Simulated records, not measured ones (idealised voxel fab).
The name of this process module is voxel released beams.
Cross-section cut: width 180 nm, square cells of 5 nm.
Bands, listed from the top down, are how a cross-section gets written in this document; the cross-section itself is a grid of square cells, and a band is one or more rows of them. Top, bottom (nm), then materials left to right with widths (nm); lone material tagged "throughout" fills the whole band edge to edge; "empty" = empty space. All heights in this document are referenced to 0, defined as the level beneath which the wafer, as received, consists entirely of one material. The lowest band is not bounded below; it extends indefinitely downward and is written in the form "z 0 and below". Per-row width for "30 to 40": begins at first number (top row of band), ends at second number (bottom row), increment between rows held constant. Key: "stayed the same" - step with no changed cell in the cross-section. Reported under the label "Sealed void inventory" are the empty spaces having no open way to the top and comprising 8 cells or more; the notation for each is width x height at distance, in which the distance is measured from the left edge and all three values are in nm. Where a step's line continues beyond its settings, the continuation is a remark by the simulator itself on that step. overlay nm: how far to the right of its planned place the mask lay on this masked step (negative: to the left).
BELOW IS THE LIST OF PLANNED PROCESS STEPS
1: RECEIVE, material Si
2: CONFORMAL_DEP, material Al2O3, thk nm 10
3: DIRECTIONAL_DEP, material SiO2, thk nm 10
4: PATTERN, tone open, mask id ANCHOR, material resist, width nm 30, thk nm 15, overlay nm 0
5: DIRECTIONAL_ETCH, etch materials SiO2, depth nm 10
6: STRIP, etch materials resist
7: CONFORMAL_DEP, material SiN, thk nm 10
8: PATTERN, tone cover, mask id BEAM, material resist, width nm 100, thk nm 20, overlay nm 0
9: DIRECTIONAL_ETCH, etch materials SiN, depth nm 10
10: STRIP, etch materials resist
11: STRIP, etch materials SiO2
FIRST WAFER OF TWO (RUN AS PLANNED)
CROSS-SECTION, INCOMING MATERIAL, AFTER STEP 1
- z 0 and below: Si throughout
- Sealed void inventory: none
AFTER STEP 2: WAFER CROSS-SECTION
- z 10 to 0: Al2O3 throughout
- At heights below 0, the structure remains unaltered.
AFTER STEP 3: WAFER CROSS-SECTION
- z 20 to 10: SiO2 throughout
- At heights below 10, the structure remains unaltered.
AFTER STEP 4: WAFER CROSS-SECTION
- z 35 to 20: resist 40; empty 30; resist 110
- At heights below 20, the structure remains unaltered.
AFTER STEP 5: WAFER CROSS-SECTION
- z 35 to 20: resist 40; empty 30; resist 110
- z 20 to 10: SiO2 40; empty 30; SiO2 110
- At heights below 10, the structure remains unaltered.
AFTER STEP 6: WAFER CROSS-SECTION
- z 20 to 10: SiO2 40; empty 30; SiO2 110
- At heights below 10, the structure remains unaltered.
AFTER STEP 7: WAFER CROSS-SECTION
- z 30 to 20: SiN 50; empty 10; SiN 120
- z 20 to 10: SiO2 40; SiN 30; SiO2 110
- At heights below 10, the structure remains unaltered.
AFTER STEP 8: WAFER CROSS-SECTION
- z 50 to 30: empty 35; resist 100; empty 45
- z 30 to 20: SiN 50; resist 10; SiN 120
- At heights below 20, the structure remains unaltered.
AFTER STEP 9: WAFER CROSS-SECTION
- z 50 to 30: empty 35; resist 100; empty 45
- z 30 to 20: empty 35; SiN 15; resist 10; SiN 75; empty 45
- At heights below 20, the structure remains unaltered.
AFTER STEP 10: WAFER CROSS-SECTION
- z 30 to 20: empty 35; SiN 15; empty 10; SiN 75; empty 45
- At heights below 20, the structure remains unaltered.
AFTER STEP 11: WAFER CROSS-SECTION
- z 30 to 20: empty 35; SiN 15; empty 10; SiN 75; empty 45
- z 20 to 10: empty 40; SiN 30; empty 110
- At heights below 10, the structure remains unaltered.
THE SECOND WAFER: COMMON ORIGIN AND PLAN, ONE MISTAKE IN EXECUTION, IDENTICAL TO THE FIRST THROUGH STEP 3
CROSS-SECTION, SECOND WAFER, AT THE END TIME THE PLAN GIVES FOR STEP 4
- z 35 to 20: resist 50; empty 30; resist 100
- At heights below 20, the structure remains unaltered.
CROSS-SECTION, SECOND WAFER, AT THE END TIME THE PLAN GIVES FOR STEP 5
- z 35 to 20: resist 50; empty 30; resist 100
- z 20 to 10: SiO2 50; empty 30; SiO2 100
- At heights below 10, the structure remains unaltered.
CROSS-SECTION, SECOND WAFER, AT THE END TIME THE PLAN GIVES FOR STEP 6
- z 20 to 10: SiO2 50; empty 30; SiO2 100
- At heights below 10, the structure remains unaltered.
CROSS-SECTION, SECOND WAFER, AT THE END TIME THE PLAN GIVES FOR STEP 7
- z 30 to 20: SiN 60; empty 10; SiN 110
- z 20 to 10: SiO2 50; SiN 30; SiO2 100
- At heights below 10, the structure remains unaltered.
CROSS-SECTION, SECOND WAFER, AT THE END TIME THE PLAN GIVES FOR STEP 8
- z 50 to 30: empty 35; resist 100; empty 45
- z 30 to 20: SiN 60; resist 10; SiN 110
- At heights below 20, the structure remains unaltered.
CROSS-SECTION, SECOND WAFER, AT THE END TIME THE PLAN GIVES FOR STEP 9
- z 50 to 30: empty 35; resist 100; empty 45
- z 30 to 20: empty 35; SiN 25; resist 10; SiN 65; empty 45
- At heights below 20, the structure remains unaltered.
CROSS-SECTION, SECOND WAFER, AT THE END TIME THE PLAN GIVES FOR STEP 10
- z 30 to 20: empty 35; SiN 25; empty 10; SiN 65; empty 45
- At heights below 20, the structure remains unaltered.
CROSS-SECTION, SECOND WAFER, AT THE END TIME THE PLAN GIVES FOR STEP 11
- z 30 to 20: empty 35; SiN 25; empty 10; SiN 65; empty 45
- z 20 to 10: empty 50; SiN 30; empty 100
- At heights below 10, the structure remains unaltered.
Finding, execution versus plan: step 4 was not run as planned; what actually ran was PATTERN, tone open, mask id ANCHOR, material resist, width nm 30, thk nm 15, overlay nm 10
So at the finish, the second wafer's got exactly as many cells of each material as the first, just not in the same spots.
